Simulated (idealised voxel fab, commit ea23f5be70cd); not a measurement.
Presented below is a process module, voxel gate over fins.
The figure presents cross-section cut, which has a width of 295 nm and is divided into square cells with an edge length of 5 nm.
Heads up, the way a cross-section reads in here is a grid of square cells, handed over as bands from the top down, with every band being one or more rows of cells.
What a band's entry tells you: where the top is and where the bottom is, as heights in nm, and after that what lies inside, material by material from left to right, each with its width in nm. Empty space is written as the word "empty", and a single material marked with the word "all across" occupies the band from edge to edge.
Zero point of the height axis is 0; under it, received wafer = one material. Lowest band: continues down indefinitely, "0 down".
Width: "30..40" (first number = top row, second number = bottom row, same change from row to row of cells).
Given "identical to before" for a step, no cell of the cross-section differs between before and after that step.
Voids not open to the top, 8 cells minimum: see "Closed void inventory". Written width x height at distance; distance is from the left edge; nm.
Where a step's line continues beyond its settings, the continuation is a remark by the simulator itself on that step.
Regarding "overlay nm": on a step with a mask, it is the distance the mask lay to the right of its planned place; a negative value places it to the left.
[List of planned process steps]
step 1: RECEIVE,material Si
step 2: CONFORMAL_DEP,material SiN,thk nm 10
step 3: MASKED_ETCH,tone cover,mask id FINS,width nm 15,pitch nm 55,etch materials SiN,depth nm 10,overlay nm 0
step 4: MASKED_ETCH,tone cover,mask id FINS,width nm 15,pitch nm 55,etch materials Si,depth nm 30,overlay nm 0
step 5: OXIDIZE,depth nm 5
step 6: FILL_DEP,material SiO2,thk nm 5
step 7: CMP,height nm 10
step 8: MASKED_ETCH,tone open,mask id RAIL,width nm 15,etch materials SiO2,depth nm 35,overlay nm 0
step 9: CONFORMAL_DEP,material TiN,thk nm 5
step 10: FILL_DEP,material W,thk nm 10
step 11: CMP,height nm 10
step 12: SELECTIVE_ETCH,etch materials W Ru TiN,depth nm 30
step 13: FILL_DEP,material SiO2,thk nm 5
step 14: CMP,height nm 10
step 15: SELECTIVE_ETCH,etch materials SiO2,depth nm 25
step 16: STRIP,etch materials SiN
step 17: CONFORMAL_DEP,material HfO2,thk nm 5
step 18: CONFORMAL_DEP,material TiN,thk nm 5
step 19: FILL_DEP,material W,thk nm 10
step 20: CMP,height nm 15
step 21: CONFORMAL_DEP,material SiN,thk nm 5
For clarity, it should be stated that the wafers under discussion commence in an identical condition and differ with respect to the width nm of step 4, the plan indicating the value that the first wafer had.
[Cross-section of the first of several wafers as received (after step 1)]
	0 down  Si all across
	Closed void inventory: none
[Where each wafer stands at the end of the module, a row apiece: cells of each material gained (+) or lost (-) since it was received, then closed voids]
width nm 15 | +71 HfO2 | -399 Si | +59 SiN | +225 SiO2 | +74 TiN | +206 W | Closed void inventory: none
width nm 20 | +71 HfO2 | -387 Si | +59 SiN | +217 SiO2 | +74 TiN | +202 W | Closed void inventory: none
width nm 25 | +71 HfO2 | -375 Si | +59 SiN | +209 SiO2 | +74 TiN | +198 W | Closed void inventory: none
width nm 30 | +71 HfO2 | -363 Si | +59 SiN | +201 SiO2 | +74 TiN | +194 W | Closed void inventory: none
